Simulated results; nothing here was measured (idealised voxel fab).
The process module presented herein is designated voxel transistor to metal.
Cross-section cut spans 205 nm and uses square cells 5 nm in size.
Heads up, the way a cross-section reads in here is a grid of square cells, handed over as bands from the top down, with every band being one or more rows of cells. Band entry format. Leading values: height of top, height of bottom, nm. Remainder: materials in left-to-right order, each with its width in nm. Special words: "full width" on a single material, which then fills the band edge to edge; "air", empty space. The reference from which all heights are counted is 0, the level beneath which the as-received wafer is entirely one material; the lowest band, having no lower bound, proceeds downward and is written after the example "top 0, no bottom". So if you see something like "30..40" for the width, read it as the top row of the band sitting at the first number and the bottom row at the second, with every row in between moving by the same amount as the last. Take "no modification" at face value: in the step it is given for, the cross-section changed in none of its cells. Closed empty spaces (no open way to the top) of 8 cells or more are what "closed voids" lists, each as width x height at distance from the left edge, nm for all three. On each step's line, the part that comes after the settings is the simulator's own comment on the step. "overlay nm" denotes, for a step that has a mask, the displacement of the mask to the right of its planned place, with negative values corresponding to the left.

### Below is the list of planned process steps
1. RECEIVE [material Si]
2. OXIDIZE [depth nm 5]
3. CONFORMAL_DEP [material SiN] [thk nm 15]
4. MASKED_ETCH [tone cover] [mask id ACTIVE] [width nm 110] [etch materials SiN] [depth nm 15] [overlay nm 0]
5. MASKED_ETCH [tone cover] [mask id ACTIVE] [width nm 110] [etch materials SiO2] [depth nm 5] [overlay nm 0]
6. MASKED_ETCH [tone cover] [mask id ACTIVE] [width nm 110] [etch materials Si] [depth nm 25] [overlay nm 0]
7. FILL_DEP [material SiO2] [thk nm 10]
8. CMP [height nm 15]
9. SELECTIVE_ETCH [etch materials SiO2] [depth nm 5]
10. STRIP [etch materials SiN]
11. SELECTIVE_ETCH [etch materials SiO2] [depth nm 5]
12. OXIDIZE [depth nm 5]
13. DIRECTIONAL_DEP [material polySi] [thk nm 25]
14. DIRECTIONAL_DEP [material SiCN] [thk nm 10]
15. PATTERN [tone cover] [mask id GATE] [material resist] [width nm 30] [thk nm 20] [overlay nm 0]
16. DIRECTIONAL_ETCH [etch materials SiCN] [depth nm 20]
17. DIRECTIONAL_ETCH [etch materials polySi] [depth nm 35]
18. STRIP [etch materials resist]
19. CONFORMAL_DEP [material SiO2] [thk nm 5]
20. DIRECTIONAL_ETCH [etch materials SiO2] [depth nm 5]
21. CONFORMAL_DEP [material SiN] [thk nm 10]
22. DIRECTIONAL_ETCH [etch materials SiN] [depth nm 10]
23. DIRECTIONAL_ETCH [etch materials SiO2] [depth nm 5]
24. DIRECTIONAL_ETCH [etch materials Si] [depth nm 5]
25. EPI [material nSi] [thk nm 5]
26. FILL_DEP [material SiO2] [thk nm 5]
27. CMP [height nm 20]
28. STRIP [etch materials polySi]
29. SELECTIVE_ETCH [etch materials SiO2] [depth nm 5]
30. CONFORMAL_DEP [material HfO2] [thk nm 5]
31. CONFORMAL_DEP [material TiN] [thk nm 5]
32. FILL_DEP [material W] [thk nm 5]
33. CMP [height nm 15]
34. DIRECTIONAL_DEP [material SiO2] [thk nm 15]
35. MASKED_ETCH [tone open] [mask id CONTACT] [width nm 20] [pitch nm 80] [etch materials SiO2] [depth nm 40] [overlay nm 0]
36. CONFORMAL_DEP [material TiN] [thk nm 5]
37. FILL_DEP [material W] [thk nm 5]
38. CMP [height nm 30]
39. DIRECTIONAL_DEP [material TiN] [thk nm 5]
40. DIRECTIONAL_DEP [material Ru] [thk nm 15]
41. PATTERN [tone cover] [mask id METAL_1] [material resist] [width nm 20] [pitch nm 80] [thk nm 15] [overlay nm 0]
42. DIRECTIONAL_ETCH [etch materials Ru] [depth nm 15]
43. DIRECTIONAL_ETCH [etch materials TiN] [depth nm 5]
44. STRIP [etch materials resist]
45. CONFORMAL_DEP [material SiCN] [thk nm 5]
46. FILL_DEP [material SiO2] [thk nm 10]
47. CMP [height nm 50]
48. CONFORMAL_DEP [material SiN] [thk nm 5]

### First out of two wafers; run went to plan

### Cross-section of the wafer upon arrival, representing the state reached after step 1
- top 0, no bottom | Si full width
- closed voids: none

### after step 2
- top 0, bottom -5 | SiO2 full width
- Note: structure below -5 unchanged.

### after step 3
- top 15, bottom 0 | SiN full width
- Note: structure below 0 unchanged.

### after step 4
- top 15, bottom 0 | air 45 nm; SiN 110 nm; air 50 nm
- Note: structure below 0 unchanged.

### after step 5
- top 15, bottom 0 | air 45 nm; SiN 110 nm; air 50 nm
- top 0, bottom -5 | air 45 nm; SiO2 110 nm; air 50 nm
- Note: structure below -5 unchanged.

### after step 6
- top 15, bottom 0 | air 45 nm; SiN 110 nm; air 50 nm
- top 0, bottom -5 | air 45 nm; SiO2 110 nm; air 50 nm
- top -5, bottom -30 | air 45 nm; Si 110 nm; air 50 nm
- Note: structure below -30 unchanged.

### after step 7
- top 25, bottom 15 | SiO2 full width
- top 15, bottom 0 | SiO2 45 nm; SiN 110 nm; SiO2 50 nm
- top 0, bottom -5 | SiO2 full width
- top -5, bottom -30 | SiO2 45 nm; Si 110 nm; SiO2 50 nm
- Note: structure below -30 unchanged.

### after step 8
- top 15, bottom 0 | SiO2 45 nm; SiN 110 nm; SiO2 50 nm
- Note: structure below 0 unchanged.

### after step 9
- top 15, bottom 10 | air 45 nm; SiN 110 nm; air 50 nm
- Note: structure below 10 unchanged.

### after step 10
- top 10, bottom 0 | SiO2 45 nm; air 110 nm; SiO2 50 nm
- Note: structure below 0 unchanged.

### after step 11
- top 5, bottom -5 | SiO2 40 nm; air 120 nm; SiO2 45 nm
- Note: structure below -5 unchanged.

### after step 12
- top 5, bottom -5 | SiO2 40 nm; air 120 nm; SiO2 45 nm
- top -5, bottom -10 | SiO2 full width
- Note: structure below -10 unchanged.

### after step 13
- top 30, bottom 20 | polySi 40 nm; air 120 nm; polySi 45 nm
- top 20, bottom 5 | polySi full width
- top 5, bottom -5 | SiO2 40 nm; polySi 120 nm; SiO2 45 nm
- Note: structure below -5 unchanged.

### after step 14
- top 40, bottom 30 | SiCN 40 nm; air 120 nm; SiCN 45 nm
- top 30, bottom 20 | polySi 40 nm; SiCN 120 nm; polySi 45 nm
- Note: structure below 20 unchanged.

### after step 15
- top 60, bottom 40 | air 85 nm; resist 30 nm; air 90 nm
- top 40, bottom 30 | SiCN 40 nm; air 45 nm; resist 30 nm; air 45 nm; SiCN 45 nm
- Note: structure below 30 unchanged.

### after step 16
- top 60, bottom 30 | air 85 nm; resist 30 nm; air 90 nm
- top 30, bottom 20 | polySi 40 nm; air 45 nm; SiCN 30 nm; air 45 nm; polySi 45 nm
- Note: structure below 20 unchanged.

### after step 17
- top 60, bottom 30 | air 85 nm; resist 30 nm; air 90 nm
- top 30, bottom 20 | air 85 nm; SiCN 30 nm; air 90 nm
- top 20, bottom 5 | air 85 nm; polySi 30 nm; air 90 nm
- top 5, bottom -5 | SiO2 40 nm; air 45 nm; polySi 30 nm; air 45 nm; SiO2 45 nm
- Note: structure below -5 unchanged.

### after step 18
- top 30, bottom 20 | air 85 nm; SiCN 30 nm; air 90 nm
- Note: structure below 20 unchanged.

### after step 19
- top 35, bottom 30 | air 80 nm; SiO2 40 nm; air 85 nm
- top 30, bottom 20 | air 80 nm; SiO2 5 nm; SiCN 30 nm; SiO2 5 nm; air 85 nm
- top 20, bottom 10 | air 80 nm; SiO2 5 nm; polySi 30 nm; SiO2 5 nm; air 85 nm
- top 10, bottom 0 | SiO2 45 nm; air 35 nm; SiO2 5 nm; polySi 30 nm; SiO2 5 nm; air 35 nm; SiO2 50 nm
- top 0, bottom -5 | SiO2 85 nm; polySi 30 nm; SiO2 90 nm
- Note: structure below -5 unchanged.

### after step 20
- top 30, bottom 20 | air 80 nm; SiO2 5 nm; SiCN 30 nm; SiO2 5 nm; air 85 nm
- top 20, bottom 5 | air 80 nm; SiO2 5 nm; polySi 30 nm; SiO2 5 nm; air 85 nm
- top 5, bottom -5 | SiO2 45 nm; air 35 nm; SiO2 5 nm; polySi 30 nm; SiO2 5 nm; air 35 nm; SiO2 50 nm
- Note: structure below -5 unchanged.

### after step 21
- top 40, bottom 30 | air 70 nm; SiN 60 nm; air 75 nm
- top 30, bottom 20 | air 70 nm; SiN 10 nm; SiO2 5 nm; SiCN 30 nm; SiO2 5 nm; SiN 10 nm; air 75 nm
- top 20, bottom 15 | air 70 nm; SiN 10 nm; SiO2 5 nm; polySi 30 nm; SiO2 5 nm; SiN 10 nm; air 75 nm
- top 15, bottom 5 | SiN 55 nm; air 15 nm; SiN 10 nm; SiO2 5 nm; polySi 30 nm; SiO2 5 nm; SiN 10 nm; air 15 nm; SiN 60 nm
- top 5, bottom -5 | SiO2 45 nm; SiN 35 nm; SiO2 5 nm; polySi 30 nm; SiO2 5 nm; SiN 35 nm; SiO2 50 nm
- Note: structure below -5 unchanged.

### after step 22
- top 30, bottom 20 | air 70 nm; SiN 10 nm; SiO2 5 nm; SiCN 30 nm; SiO2 5 nm; SiN 10 nm; air 75 nm
- top 20, bottom 5 | air 70 nm; SiN 10 nm; SiO2 5 nm; polySi 30 nm; SiO2 5 nm; SiN 10 nm; air 75 nm
- top 5, bottom -5 | SiO2 45 nm; SiN 10 nm; air 15 nm; SiN 10 nm; SiO2 5 nm; polySi 30 nm; SiO2 5 nm; SiN 10 nm; air 15 nm; SiN 10 nm; SiO2 50 nm
- Note: structure below -5 unchanged.

### after step 23
- top 30, bottom 25 | air 70 nm; SiN 10 nm; air 5 nm; SiCN 30 nm; air 5 nm; SiN 10 nm; air 75 nm
- top 25, bottom 20 | air 70 nm; SiN 10 nm; SiO2 5 nm; SiCN 30 nm; SiO2 5 nm; SiN 10 nm; air 75 nm
- top 20, bottom 5 | air 70 nm; SiN 10 nm; SiO2 5 nm; polySi 30 nm; SiO2 5 nm; SiN 10 nm; air 75 nm
- top 5, bottom 0 | air 45 nm; SiN 10 nm; air 15 nm; SiN 10 nm; SiO2 5 nm; polySi 30 nm; SiO2 5 nm; SiN 10 nm; air 15 nm; SiN 10 nm; air 50 nm
- top 0, bottom -5 | SiO2 45 nm; SiN 10 nm; air 15 nm; SiN 10 nm; SiO2 5 nm; polySi 30 nm; SiO2 5 nm; SiN 10 nm; air 15 nm; SiN 10 nm; SiO2 50 nm
- top -5, bottom -10 | SiO2 55 nm; air 15 nm; SiO2 60 nm; air 15 nm; SiO2 60 nm
- Note: structure below -10 unchanged.

### after step 24
- top 30, bottom 25 | air 70 nm; SiN 10 nm; air 5 nm; SiCN 30 nm; air 5 nm; SiN 10 nm; air 75 nm
- top 25, bottom 20 | air 70 nm; SiN 10 nm; SiO2 5 nm; SiCN 30 nm; SiO2 5 nm; SiN 10 nm; air 75 nm
- top 20, bottom 5 | air 70 nm; SiN 10 nm; SiO2 5 nm; polySi 30 nm; SiO2 5 nm; SiN 10 nm; air 75 nm
- top 5, bottom 0 | air 45 nm; SiN 10 nm; air 15 nm; SiN 10 nm; SiO2 5 nm; polySi 30 nm; SiO2 5 nm; SiN 10 nm; air 15 nm; SiN 10 nm; air 50 nm
- top 0, bottom -5 | SiO2 45 nm; SiN 10 nm; air 15 nm; SiN 10 nm; SiO2 5 nm; polySi 30 nm; SiO2 5 nm; SiN 10 nm; air 15 nm; SiN 10 nm; SiO2 50 nm
- top -5, bottom -10 | SiO2 55 nm; air 15 nm; SiO2 60 nm; air 15 nm; SiO2 60 nm
- top -10, bottom -15 | SiO2 45 nm; Si 10 nm; air 15 nm; Si 60 nm; air 15 nm; Si 10 nm; SiO2 50 nm
- Note: structure below -15 unchanged.

### after step 25
- top 30, bottom 25 | air 70 nm; SiN 10 nm; air 5 nm; SiCN 30 nm; air 5 nm; SiN 10 nm; air 75 nm
- top 25, bottom 20 | air 70 nm; SiN 10 nm; SiO2 5 nm; SiCN 30 nm; SiO2 5 nm; SiN 10 nm; air 75 nm
- top 20, bottom 5 | air 70 nm; SiN 10 nm; SiO2 5 nm; polySi 30 nm; SiO2 5 nm; SiN 10 nm; air 75 nm
- top 5, bottom 0 | air 45 nm; SiN 10 nm; air 15 nm; SiN 10 nm; SiO2 5 nm; polySi 30 nm; SiO2 5 nm; SiN 10 nm; air 15 nm; SiN 10 nm; air 50 nm
- top 0, bottom -5 | SiO2 45 nm; SiN 10 nm; air 15 nm; SiN 10 nm; SiO2 5 nm; polySi 30 nm; SiO2 5 nm; SiN 10 nm; air 15 nm; SiN 10 nm; SiO2 50 nm
- top -5, bottom -10 | SiO2 55 nm; nSi 5 nm; air 5 nm; nSi 5 nm; SiO2 60 nm; nSi 5 nm; air 5 nm; nSi 5 nm; SiO2 60 nm
- top -10, bottom -15 | SiO2 45 nm; Si 10 nm; nSi 15 nm; Si 60 nm; nSi 15 nm; Si 10 nm; SiO2 50 nm
- Note: structure below -15 unchanged.

### after step 26
- top 35, bottom 30 | SiO2 full width
- top 30, bottom 20 | SiO2 70 nm; SiN 10 nm; SiO2 5 nm; SiCN 30 nm; SiO2 5 nm; SiN 10 nm; SiO2 75 nm
- top 20, bottom 5 | SiO2 70 nm; SiN 10 nm; SiO2 5 nm; polySi 30 nm; SiO2 5 nm; SiN 10 nm; SiO2 75 nm
- top 5, bottom -5 | SiO2 45 nm; SiN 10 nm; SiO2 15 nm; SiN 10 nm; SiO2 5 nm; polySi 30 nm; SiO2 5 nm; SiN 10 nm; SiO2 15 nm; SiN 10 nm; SiO2 50 nm
- top -5, bottom -10 | SiO2 55 nm; nSi 5 nm; SiO2 5 nm; nSi 5 nm; SiO2 60 nm; nSi 5 nm; SiO2 5 nm; nSi 5 nm; SiO2 60 nm
- Note: structure below -10 unchanged.

### after step 27
- top 20, bottom 5 | SiO2 70 nm; SiN 10 nm; SiO2 5 nm; polySi 30 nm; SiO2 5 nm; SiN 10 nm; SiO2 75 nm
- Note: structure below 5 unchanged.

### after step 28
- top 20, bottom 5 | SiO2 70 nm; SiN 10 nm; SiO2 5 nm; air 30 nm; SiO2 5 nm; SiN 10 nm; SiO2 75 nm
- top 5, bottom -5 | SiO2 45 nm; SiN 10 nm; SiO2 15 nm; SiN 10 nm; SiO2 5 nm; air 30 nm; SiO2 5 nm; SiN 10 nm; SiO2 15 nm; SiN 10 nm; SiO2 50 nm
- Note: structure below -5 unchanged.

### after step 29
- top 20, bottom 15 | air 70 nm; SiN 10 nm; air 40 nm; SiN 10 nm; air 75 nm
- top 15, bottom 5 | SiO2 70 nm; SiN 10 nm; air 40 nm; SiN 10 nm; SiO2 75 nm
- top 5, bottom -5 | SiO2 45 nm; SiN 10 nm; SiO2 15 nm; SiN 10 nm; air 40 nm; SiN 10 nm; SiO2 15 nm; SiN 10 nm; SiO2 50 nm
- top -5, bottom -10 | SiO2 55 nm; nSi 5 nm; SiO2 5 nm; nSi 5 nm; SiO2 10 nm; air 40 nm; SiO2 10 nm; nSi 5 nm; SiO2 5 nm; nSi 5 nm; SiO2 60 nm
- Note: structure below -10 unchanged.

### after step 30
- top 25, bottom 20 | air 65 nm; HfO2 20 nm; air 30 nm; HfO2 20 nm; air 70 nm
- top 20, bottom 15 | HfO2 70 nm; SiN 10 nm; HfO2 5 nm; air 30 nm; HfO2 5 nm; SiN 10 nm; HfO2 75 nm
- top 15, bottom 5 | SiO2 70 nm; SiN 10 nm; HfO2 5 nm; air 30 nm; HfO2 5 nm; SiN 10 nm; SiO2 75 nm
- top 5, bottom -5 | SiO2 45 nm; SiN 10 nm; SiO2 15 nm; SiN 10 nm; HfO2 5 nm; air 30 nm; HfO2 5 nm; SiN 10 nm; SiO2 15 nm; SiN 10 nm; SiO2 50 nm
- top -5, bottom -10 | SiO2 55 nm; nSi 5 nm; SiO2 5 nm; nSi 5 nm; SiO2 10 nm; HfO2 40 nm; SiO2 10 nm; nSi 5 nm; SiO2 5 nm; nSi 5 nm; SiO2 60 nm
- Note: structure below -10 unchanged.

### after step 31
- top 30, bottom 25 | air 60 nm; TiN 30 nm; air 20 nm; TiN 30 nm; air 65 nm
- top 25, bottom 20 | TiN 65 nm; HfO2 20 nm; TiN 5 nm; air 20 nm; TiN 5 nm; HfO2 20 nm; TiN 70 nm
- top 20, bottom 15 | HfO2 70 nm; SiN 10 nm; HfO2 5 nm; TiN 5 nm; air 20 nm; TiN 5 nm; HfO2 5 nm; SiN 10 nm; HfO2 75 nm
- top 15, bottom 5 | SiO2 70 nm; SiN 10 nm; HfO2 5 nm; TiN 5 nm; air 20 nm; TiN 5 nm; HfO2 5 nm; SiN 10 nm; SiO2 75 nm
- top 5, bottom 0 | SiO2 45 nm; SiN 10 nm; SiO2 15 nm; SiN 10 nm; HfO2 5 nm; TiN 5 nm; air 20 nm; TiN 5 nm; HfO2 5 nm; SiN 10 nm; SiO2 15 nm; SiN 10 nm; SiO2 50 nm
- top 0, bottom -5 | SiO2 45 nm; SiN 10 nm; SiO2 15 nm; SiN 10 nm; HfO2 5 nm; TiN 30 nm; HfO2 5 nm; SiN 10 nm; SiO2 15 nm; SiN 10 nm; SiO2 50 nm
- Note: structure below -5 unchanged.

### after step 32
- top 35, bottom 30 | W full width
- top 30, bottom 25 | W 60 nm; TiN 30 nm; W 20 nm; TiN 30 nm; W 65 nm
- top 25, bottom 20 | TiN 65 nm; HfO2 20 nm; TiN 5 nm; W 20 nm; TiN 5 nm; HfO2 20 nm; TiN 70 nm
- top 20, bottom 15 | HfO2 70 nm; SiN 10 nm; HfO2 5 nm; TiN 5 nm; W 20 nm; TiN 5 nm; HfO2 5 nm; SiN 10 nm; HfO2 75 nm
- top 15, bottom 5 | SiO2 70 nm; SiN 10 nm; HfO2 5 nm; TiN 5 nm; W 20 nm; TiN 5 nm; HfO2 5 nm; SiN 10 nm; SiO2 75 nm
- top 5, bottom 0 | SiO2 45 nm; SiN 10 nm; SiO2 15 nm; SiN 10 nm; HfO2 5 nm; TiN 5 nm; W 20 nm; TiN 5 nm; HfO2 5 nm; SiN 10 nm; SiO2 15 nm; SiN 10 nm; SiO2 50 nm
- Note: structure below 0 unchanged.

### after step 33
- top 15, bottom 5 | SiO2 70 nm; SiN 10 nm; HfO2 5 nm; TiN 5 nm; W 20 nm; TiN 5 nm; HfO2 5 nm; SiN 10 nm; SiO2 75 nm
- Note: structure below 5 unchanged.

### after step 34
- top 30, bottom 15 | SiO2 full width
- Note: structure below 15 unchanged.

### after step 35
- top 30, bottom 15 | SiO2 50 nm; air 20 nm; SiO2 60 nm; air 20 nm; SiO2 55 nm
- top 15, bottom 5 | SiO2 50 nm; air 20 nm; SiN 10 nm; HfO2 5 nm; TiN 5 nm; W 20 nm; TiN 5 nm; HfO2 5 nm; SiN 10 nm; air 20 nm; SiO2 55 nm
- top 5, bottom 0 | SiO2 45 nm; SiN 10 nm; air 15 nm; SiN 10 nm; HfO2 5 nm; TiN 5 nm; W 20 nm; TiN 5 nm; HfO2 5 nm; SiN 10 nm; air 15 nm; SiN 10 nm; SiO2 50 nm
- top 0, bottom -5 | SiO2 45 nm; SiN 10 nm; air 15 nm; SiN 10 nm; HfO2 5 nm; TiN 30 nm; HfO2 5 nm; SiN 10 nm; air 15 nm; SiN 10 nm; SiO2 50 nm
- top -5, bottom -10 | SiO2 55 nm; nSi 5 nm; air 5 nm; nSi 5 nm; SiO2 10 nm; HfO2 40 nm; SiO2 10 nm; nSi 5 nm; air 5 nm; nSi 5 nm; SiO2 60 nm
- Note: structure below -10 unchanged.

### after step 36
- top 35, bottom 30 | TiN 55 nm; air 10 nm; TiN 70 nm; air 10 nm; TiN 60 nm
- top 30, bottom 15 | SiO2 50 nm; TiN 5 nm; air 10 nm; TiN 5 nm; SiO2 60 nm; TiN 5 nm; air 10 nm; TiN 5 nm; SiO2 55 nm
- top 15, bottom 5 | SiO2 50 nm; TiN 5..10 nm; air 10..5 nm; TiN 5 nm; SiN 10 nm; HfO2 5 nm; TiN 5 nm; W 20 nm; TiN 5 nm; HfO2 5 nm; SiN 10 nm; TiN 5 nm; air 10..5 nm; TiN 5..10 nm; SiO2 55 nm
- top 5, bottom 0 | SiO2 45 nm; SiN 10 nm; TiN 5 nm; air 5 nm; TiN 5 nm; SiN 10 nm; HfO2 5 nm; TiN 5 nm; W 20 nm; TiN 5 nm; HfO2 5 nm; SiN 10 nm; TiN 5 nm; air 5 nm; TiN 5 nm; SiN 10 nm; SiO2 50 nm
- top 0, bottom -5 | SiO2 45 nm; SiN 10 nm; TiN 15 nm; SiN 10 nm; HfO2 5 nm; TiN 30 nm; HfO2 5 nm; SiN 10 nm; TiN 15 nm; SiN 10 nm; SiO2 50 nm
- top -5, bottom -10 | SiO2 55 nm; nSi 5 nm; TiN 5 nm; nSi 5 nm; SiO2 10 nm; HfO2 40 nm; SiO2 10 nm; nSi 5 nm; TiN 5 nm; nSi 5 nm; SiO2 60 nm
- Note: structure below -10 unchanged.

### after step 37
- top 40, bottom 35 | W full width
- top 35, bottom 30 | TiN 55 nm; W 10 nm; TiN 70 nm; W 10 nm; TiN 60 nm
- top 30, bottom 15 | SiO2 50 nm; TiN 5 nm; W 10 nm; TiN 5 nm; SiO2 60 nm; TiN 5 nm; W 10 nm; TiN 5 nm; SiO2 55 nm
- top 15, bottom 5 | SiO2 50 nm; TiN 5..10 nm; W 10..5 nm; TiN 5 nm; SiN 10 nm; HfO2 5 nm; TiN 5 nm; W 20 nm; TiN 5 nm; HfO2 5 nm; SiN 10 nm; TiN 5 nm; W 10..5 nm; TiN 5..10 nm; SiO2 55 nm
- top 5, bottom 0 | SiO2 45 nm; SiN 10 nm; TiN 5 nm; W 5 nm; TiN 5 nm; SiN 10 nm; HfO2 5 nm; TiN 5 nm; W 20 nm; TiN 5 nm; HfO2 5 nm; SiN 10 nm; TiN 5 nm; W 5 nm; TiN 5 nm; SiN 10 nm; SiO2 50 nm
- Note: structure below 0 unchanged.

### after step 38
- top 30, bottom 15 | SiO2 50 nm; TiN 5 nm; W 10 nm; TiN 5 nm; SiO2 60 nm; TiN 5 nm; W 10 nm; TiN 5 nm; SiO2 55 nm
- Note: structure below 15 unchanged.

### after step 39
- top 35, bottom 30 | TiN full width
- Note: structure below 30 unchanged.

### after step 40
- top 50, bottom 35 | Ru full width
- Note: structure below 35 unchanged.

### after step 41
- top 65, bottom 50 | air 50 nm; resist 20 nm; air 60 nm; resist 20 nm; air 55 nm
- Note: structure below 50 unchanged.

### after step 42
- top 65, bottom 50 | air 50 nm; resist 20 nm; air 60 nm; resist 20 nm; air 55 nm
- top 50, bottom 35 | air 50 nm; Ru 20 nm; air 60 nm; Ru 20 nm; air 55 nm
- Note: structure below 35 unchanged.

### after step 43
- top 65, bottom 50 | air 50 nm; resist 20 nm; air 60 nm; resist 20 nm; air 55 nm
- top 50, bottom 35 | air 50 nm; Ru 20 nm; air 60 nm; Ru 20 nm; air 55 nm
- top 35, bottom 30 | air 50 nm; TiN 20 nm; air 60 nm; TiN 20 nm; air 55 nm
- Note: structure below 30 unchanged.

### after step 44
- top 50, bottom 35 | air 50 nm; Ru 20 nm; air 60 nm; Ru 20 nm; air 55 nm
- Note: structure below 35 unchanged.

### after step 45
- top 55, bottom 50 | air 45 nm; SiCN 30 nm; air 50 nm; SiCN 30 nm; air 50 nm
- top 50, bottom 35 | air 45 nm; SiCN 5 nm; Ru 20 nm; SiCN 5 nm; air 50 nm; SiCN 5 nm; Ru 20 nm; SiCN 5 nm; air 50 nm
- top 35, bottom 30 | SiCN 50 nm; TiN 20 nm; SiCN 60 nm; TiN 20 nm; SiCN 55 nm
- Note: structure below 30 unchanged.

### after step 46
- top 65, bottom 55 | SiO2 full width
- top 55, bottom 50 | SiO2 45 nm; SiCN 30 nm; SiO2 50 nm; SiCN 30 nm; SiO2 50 nm
- top 50, bottom 35 | SiO2 45 nm; SiCN 5 nm; Ru 20 nm; SiCN 5 nm; SiO2 50 nm; SiCN 5 nm; Ru 20 nm; SiCN 5 nm; SiO2 50 nm
- Note: structure below 35 unchanged.

### after step 47
- top 50, bottom 35 | SiO2 45 nm; SiCN 5 nm; Ru 20 nm; SiCN 5 nm; SiO2 50 nm; SiCN 5 nm; Ru 20 nm; SiCN 5 nm; SiO2 50 nm
- Note: structure below 35 unchanged.

### after step 48
- top 55, bottom 50 | SiN full width
- Note: structure below 50 unchanged.

### Second of two: same start, same plan, one run error; steps up to and including 32 match the first

### Second wafer, cut view, end of step 33 per plan
- top 25, bottom 20 | TiN 65 nm; HfO2 20 nm; TiN 5 nm; W 20 nm; TiN 5 nm; HfO2 20 nm; TiN 70 nm
- Note: structure below 20 unchanged.

### Second wafer, cut view, end of step 34 per plan
- top 40, bottom 25 | SiO2 full width
- Note: structure below 25 unchanged.

### Second wafer, cut view, end of step 35 per plan
- top 40, bottom 25 | SiO2 50 nm; air 20 nm; SiO2 60 nm; air 20 nm; SiO2 55 nm
- Note: structure below 25 unchanged.

### Second wafer, cut view, end of step 36 per plan
- top 45, bottom 40 | TiN 55 nm; air 10 nm; TiN 70 nm; air 10 nm; TiN 60 nm
- top 40, bottom 30 | SiO2 50 nm; TiN 5 nm; air 10 nm; TiN 5 nm; SiO2 60 nm; TiN 5 nm; air 10 nm; TiN 5 nm; SiO2 55 nm
- top 30, bottom 25 | SiO2 50 nm; TiN 20 nm; SiO2 60 nm; TiN 20 nm; SiO2 55 nm
- Note: structure below 25 unchanged.

### Second wafer, cut view, end of step 37 per plan
- top 50, bottom 45 | W full width
- top 45, bottom 40 | TiN 55 nm; W 10 nm; TiN 70 nm; W 10 nm; TiN 60 nm
- top 40, bottom 30 | SiO2 50 nm; TiN 5 nm; W 10 nm; TiN 5 nm; SiO2 60 nm; TiN 5 nm; W 10 nm; TiN 5 nm; SiO2 55 nm
- Note: structure below 30 unchanged.

### Second wafer, cut view, end of step 38 per plan
- top 30, bottom 25 | SiO2 50 nm; TiN 20 nm; SiO2 60 nm; TiN 20 nm; SiO2 55 nm
- Note: structure below 25 unchanged.

### Second wafer, cut view, end of step 39 per plan
- top 35, bottom 30 | TiN full width
- Note: structure below 30 unchanged.

### Second wafer, cut view, end of step 40 per plan
- top 50, bottom 35 | Ru full width
- Note: structure below 35 unchanged.

### Second wafer, cut view, end of step 41 per plan
- top 65, bottom 50 | air 50 nm; resist 20 nm; air 60 nm; resist 20 nm; air 55 nm
- Note: structure below 50 unchanged.

### Second wafer, cut view, end of step 42 per plan
- top 65, bottom 50 | air 50 nm; resist 20 nm; air 60 nm; resist 20 nm; air 55 nm
- top 50, bottom 35 | air 50 nm; Ru 20 nm; air 60 nm; Ru 20 nm; air 55 nm
- Note: structure below 35 unchanged.

### Second wafer, cut view, end of step 43 per plan
- top 65, bottom 50 | air 50 nm; resist 20 nm; air 60 nm; resist 20 nm; air 55 nm
- top 50, bottom 35 | air 50 nm; Ru 20 nm; air 60 nm; Ru 20 nm; air 55 nm
- top 35, bottom 30 | air 50 nm; TiN 20 nm; air 60 nm; TiN 20 nm; air 55 nm
- Note: structure below 30 unchanged.

### Second wafer, cut view, end of step 44 per plan
- top 50, bottom 35 | air 50 nm; Ru 20 nm; air 60 nm; Ru 20 nm; air 55 nm
- Note: structure below 35 unchanged.

### Second wafer, cut view, end of step 45 per plan
- top 55, bottom 50 | air 45 nm; SiCN 30 nm; air 50 nm; SiCN 30 nm; air 50 nm
- top 50, bottom 35 | air 45 nm; SiCN 5 nm; Ru 20 nm; SiCN 5 nm; air 50 nm; SiCN 5 nm; Ru 20 nm; SiCN 5 nm; air 50 nm
- top 35, bottom 30 | SiCN 50 nm; TiN 20 nm; SiCN 60 nm; TiN 20 nm; SiCN 55 nm
- Note: structure below 30 unchanged.

### Second wafer, cut view, end of step 46 per plan
- top 65, bottom 55 | SiO2 full width
- top 55, bottom 50 | SiO2 45 nm; SiCN 30 nm; SiO2 50 nm; SiCN 30 nm; SiO2 50 nm
- top 50, bottom 35 | SiO2 45 nm; SiCN 5 nm; Ru 20 nm; SiCN 5 nm; SiO2 50 nm; SiCN 5 nm; Ru 20 nm; SiCN 5 nm; SiO2 50 nm
- Note: structure below 35 unchanged.

### Second wafer, cut view, end of step 47 per plan
- top 50, bottom 35 | SiO2 45 nm; SiCN 5 nm; Ru 20 nm; SiCN 5 nm; SiO2 50 nm; SiCN 5 nm; Ru 20 nm; SiCN 5 nm; SiO2 50 nm
- Note: structure below 35 unchanged.

### Second wafer, cut view, end of step 48 per plan
- top 55, bottom 50 | SiN full width
- Note: structure below 50 unchanged.
what went wrong: note that step 33 departed from the planned setting and was carried out as CMP [height nm 25]
Wrapping up, a cell-based count of both wafers puts the second over or under the first for these materials: +39 HfO2; +4 SiN; -36 SiO2; +5 TiN; -12 W
